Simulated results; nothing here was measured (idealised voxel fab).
Process module heading - voxel ribs on slabs
FYI the section here is cut, 170 nm wide, cells are 5 nm squares.
Reading order for cross-sections: top band down to bottom band. Underlying form: a grid of square cells. Band size: one or more rows of cells. Heads up on the band format: heights come first, top then bottom, in nm. After that it's the materials left to right, each with its width in nm. A single material flagged "edge to edge" fills the whole band edge to edge, and "empty" means there's empty space there. Convention: height 0 is the level below which the wafer, as received, is all one material. The lowest band does not terminate at the bottom but continues downward, represented as "0..down". Width: "30 to 40" (first number = top row, second number = bottom row, same change from row to row of cells). "no alteration", as given for a step, is the statement that not any cell of the cross-section underwent a change during that step. Cavities, closed: empty space of 8 cells or more with no open way to the top, each as width x height at its distance from the left edge, in nm. Formally, on a step line, whatever follows the settings is a remark that the simulator itself makes on the step. The line of a step may include "overlay nm". On a step with a mask, this value is how far to the right of its planned place the mask lay. A negative value means the mask lay to the left.
Steps planned for the process
1. RECEIVE with material Si
2. DIRECTIONAL_DEP with material SiO2, thk nm 30
3. DIRECTIONAL_DEP with material SiN, thk nm 15
4. PATTERN with tone cover, mask id RIB, material resist, width nm 20, thk nm 15, overlay nm 0
5. DIRECTIONAL_ETCH with etch materials SiN, depth nm 10
6. STRIP with etch materials resist
7. DIRECTIONAL_DEP with material aC, thk nm 15
8. PATTERN with tone cover, mask id SLAB, material resist, width nm 70, thk nm 35, overlay nm 0
9. DIRECTIONAL_ETCH with etch materials aC, depth nm 15
10. STRIP with etch materials resist
11. DIRECTIONAL_ETCH with etch materials SiN, depth nm 5
12. STRIP with etch materials aC
13. FILL_DEP with material SiO2, thk nm 20
14. CMP with height nm 55
15. DIRECTIONAL_DEP with material W, thk nm 10
16. DIRECTIONAL_DEP with material aC, thk nm 10
17. PATTERN with tone cover, mask id HEATER, material resist, width nm 30, thk nm 25, overlay nm 0
18. DIRECTIONAL_ETCH with etch materials aC, depth nm 10
19. STRIP with etch materials resist
20. DIRECTIONAL_ETCH with etch materials W, depth nm 10
21. STRIP with etch materials aC
22. CONFORMAL_DEP with material SiN, thk nm 5
The first of a set of two wafers, run to plan
Cross-section, incoming material, after step 1
0..down: Si edge to edge
Cavities, closed: none
Cross-section through the wafer, step 2 finished
30..0: SiO2 edge to edge
All layers under 0 are left as they were.
Cross-section through the wafer, step 3 finished
45..30: SiN edge to edge
All layers under 30 are left as they were.
Cross-section through the wafer, step 4 finished
60..45: empty: 75  resist: 20  empty: 75
All layers under 45 are left as they were.
Cross-section through the wafer, step 5 finished
60..45: empty: 75  resist: 20  empty: 75
45..35: empty: 75  SiN: 20  empty: 75
All layers under 35 are left as they were.
Cross-section through the wafer, step 6 finished
45..35: empty: 75  SiN: 20  empty: 75
All layers under 35 are left as they were.
Cross-section through the wafer, step 7 finished
60..50: empty: 75  aC: 20  empty: 75
50..45: aC edge to edge
45..35: aC: 75  SiN: 20  aC: 75
All layers under 35 are left as they were.
Cross-section through the wafer, step 8 finished
95..60: empty: 50  resist: 70  empty: 50
60..50: empty: 50  resist: 25  aC: 20  resist: 25  empty: 50
All layers under 50 are left as they were.
Cross-section through the wafer, step 9 finished
80..60: empty: 50  resist: 70  empty: 50
60..50: empty: 50  resist: 25  aC: 20  resist: 25  empty: 50
50..45: empty: 50  aC: 70  empty: 50
45..35: empty: 50  aC: 25  SiN: 20  aC: 25  empty: 50
All layers under 35 are left as they were.
Cross-section through the wafer, step 10 finished
60..50: empty: 75  aC: 20  empty: 75
All layers under 50 are left as they were.
Cross-section through the wafer, step 11 finished
60..50: empty: 75  aC: 20  empty: 75
50..45: empty: 50  aC: 70  empty: 50
45..35: empty: 50  aC: 25  SiN: 20  aC: 25  empty: 50
35..30: empty: 50  SiN: 70  empty: 50
All layers under 30 are left as they were.
Cross-section through the wafer, step 12 finished
45..35: empty: 75  SiN: 20  empty: 75
All layers under 35 are left as they were.
Cross-section through the wafer, step 13 finished
65..45: SiO2 edge to edge
45..35: SiO2: 75  SiN: 20  SiO2: 75
35..30: SiO2: 50  SiN: 70  SiO2: 50
All layers under 30 are left as they were.
Cross-section through the wafer, step 14 finished
55..45: SiO2 edge to edge
All layers under 45 are left as they were.
Cross-section through the wafer, step 15 finished
65..55: W edge to edge
All layers under 55 are left as they were.
Cross-section through the wafer, step 16 finished
75..65: aC edge to edge
All layers under 65 are left as they were.
Cross-section through the wafer, step 17 finished
100..75: empty: 70  resist: 30  empty: 70
All layers under 75 are left as they were.
Cross-section through the wafer, step 18 finished
90..75: empty: 70  resist: 30  empty: 70
75..65: empty: 70  aC: 30  empty: 70
All layers under 65 are left as they were.
Cross-section through the wafer, step 19 finished
75..65: empty: 70  aC: 30  empty: 70
All layers under 65 are left as they were.
Cross-section through the wafer, step 20 finished
75..65: empty: 70  aC: 30  empty: 70
65..55: empty: 70  W: 30  empty: 70
All layers under 55 are left as they were.
Cross-section through the wafer, step 21 finished
65..55: empty: 70  W: 30  empty: 70
All layers under 55 are left as they were.
Cross-section through the wafer, step 22 finished
70..65: empty: 65  SiN: 40  empty: 65
65..60: empty: 65  SiN: 5  W: 30  SiN: 5  empty: 65
60..55: SiN: 70  W: 30  SiN: 70
All layers under 55 are left as they were.
Second wafer: like start, like plan, one mistake. Through step 21 it matches the first wafer
What the second wafer looks like in cross-section when step 22 should have wrapped up: no alteration
Deviation noted in wafer processing: with respect to the plan, step 22 was omitted and not executed
Cell-count delta at end, second wafer over first, by material: SiN: 38 fewer
